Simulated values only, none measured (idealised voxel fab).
Title: Process Module voxel self aligned vias
The width of the displayed cross-section, cut, is 190 nm; its cells are square, with a size of 5 nm.
If you're reading a cross-section in this doc, picture square cells in a grid; it comes to you as bands, top ones listed first down to the bottom, and a band can be one or more rows of cells.
For a band, the entry starts with two heights in nm, that of the top and then that of the bottom, and carries on with the band's materials in order from left to right, each alongside its width in nm; the word "edge to edge" beside a single material means it fills the band edge to edge, and "air" means empty space.
Basically, 0 is our baseline, since under it the wafer straight out of the box is all one material. The bottom band has no lower end and keeps on going down, so it looks like "0..down".
You'd read "30..40" like this: the band's top row of cells is as wide as the first number, its bottom row is as wide as the second, and going down, every row changes width by the same amount as the row before did.
Take "no modification" at face value: in the step it is given for, the cross-section changed in none of its cells.
For the entry "Cavities, closed", the listed items are empty spaces with no open way to the top whose size is 8 cells or more; each item follows the pattern width x height at distance, where distance is from the left edge and all three are in nm.
The remark found on a step's line after its settings is issued by the simulator itself and pertains to that step.
If you see "overlay nm" on a step's line and that step has a mask, it's telling you how far right of where it was planned the mask ended up; a negative number means it went left instead.

PLAN
1 RECEIVE with material Si
2 CONFORMAL_DEP with material SiO2, thk nm 10
3 CONFORMAL_DEP with material SiCN, thk nm 5
4 DIRECTIONAL_DEP with material SiO2, thk nm 25
5 PATTERN with tone open, mask id LINES, material resist, width nm 30, pitch nm 80, thk nm 20, overlay nm 0
6 DIRECTIONAL_ETCH with etch materials SiO2, depth nm 25
7 STRIP with etch materials resist
8 CONFORMAL_DEP with material TiN, thk nm 5
9 FILL_DEP with material Ru, thk nm 10
10 CMP with height nm 40
11 SELECTIVE_ETCH with etch materials W Ru TiN, depth nm 10
12 FILL_DEP with material SiN, thk nm 10
13 CMP with height nm 40
14 DIRECTIONAL_DEP with material SiO2, thk nm 15
15 MASKED_ETCH with tone open, mask id VIAS, width nm 50, pitch nm 80, etch materials SiO2, depth nm 15, overlay nm 0
16 MASKED_ETCH with tone open, mask id VIAS, width nm 50, pitch nm 80, etch materials SiN, depth nm 10, overlay nm 0
17 CONFORMAL_DEP with material TiN, thk nm 5
18 FILL_DEP with material Cu, thk nm 10
19 CMP with height nm 55
20 CONFORMAL_DEP with material SiCN, thk nm 5

CROSS-SECTION OF THE WAFER UPON ARRIVAL, REPRESENTING THE STATE REACHED AFTER STEP 1
0..down | Si edge to edge
Cavities, closed: none

LOOKING AT THE FIRST OF TWO WAFERS IN CROSS-SECTION AT END OF MODULE - RAN TO PLAN
60..55 | SiCN edge to edge
55..45 | SiO2 30 nm  TiN 5 nm  Cu 40 nm  TiN 5 nm  SiO2 30 nm  TiN 5 nm  Cu 40 nm  TiN 5 nm  SiO2 30 nm
45..35 | SiO2 30..40 nm  TiN 15..5 nm  Cu 20 nm  TiN 15..5 nm  SiO2 30..50 nm  TiN 15..5 nm  Cu 20 nm  TiN 15..5 nm  SiO2 30..40 nm
35..30 | SiO2 40 nm  TiN 30 nm  SiO2 50 nm  TiN 30 nm  SiO2 40 nm
30..20 | SiO2 40 nm  TiN 5 nm  Ru 20 nm  TiN 5 nm  SiO2 50 nm  TiN 5 nm  Ru 20 nm  TiN 5 nm  SiO2 40 nm
20..15 | SiO2 40 nm  TiN 30 nm  SiO2 50 nm  TiN 30 nm  SiO2 40 nm
15..10 | SiCN edge to edge
10..0 | SiO2 edge to edge
0..down | Si edge to edge
Cavities, closed: none

WAFER TWO, SECTIONED AFTER THE MODULE: THE FIRST WAFER'S START, THE FIRST WAFER'S PLAN, AND ONE MISTAKE IN HOW IT WAS RUN
60..55 | SiCN edge to edge
55..45 | SiO2 30 nm  TiN 5 nm  Cu 40 nm  TiN 5 nm  SiO2 30 nm  TiN 5 nm  Cu 40 nm  TiN 5 nm  SiO2 30 nm
45..35 | SiO2 30..40 nm  TiN 15..5 nm  Cu 20 nm  TiN 15..5 nm  SiO2 30..50 nm  TiN 15..5 nm  Cu 20 nm  TiN 15..5 nm  SiO2 30..40 nm
35..30 | SiO2 40 nm  TiN 30 nm  SiO2 50 nm  TiN 30 nm  SiO2 40 nm
30..20 | SiO2 40 nm  TiN 5 nm  Ru 20 nm  TiN 5 nm  SiO2 50 nm  TiN 5 nm  Ru 20 nm  TiN 5 nm  SiO2 40 nm
20..15 | SiO2 40 nm  TiN 30 nm  SiO2 50 nm  TiN 30 nm  SiO2 40 nm
15..5 | SiO2 edge to edge
5..0 | SiCN edge to edge
0..down | Si edge to edge
Cavities, closed: none
Finding, execution versus plan: steps 2 and 3 swapped
Cell counts per material: same on both final wafers. Positions: different.
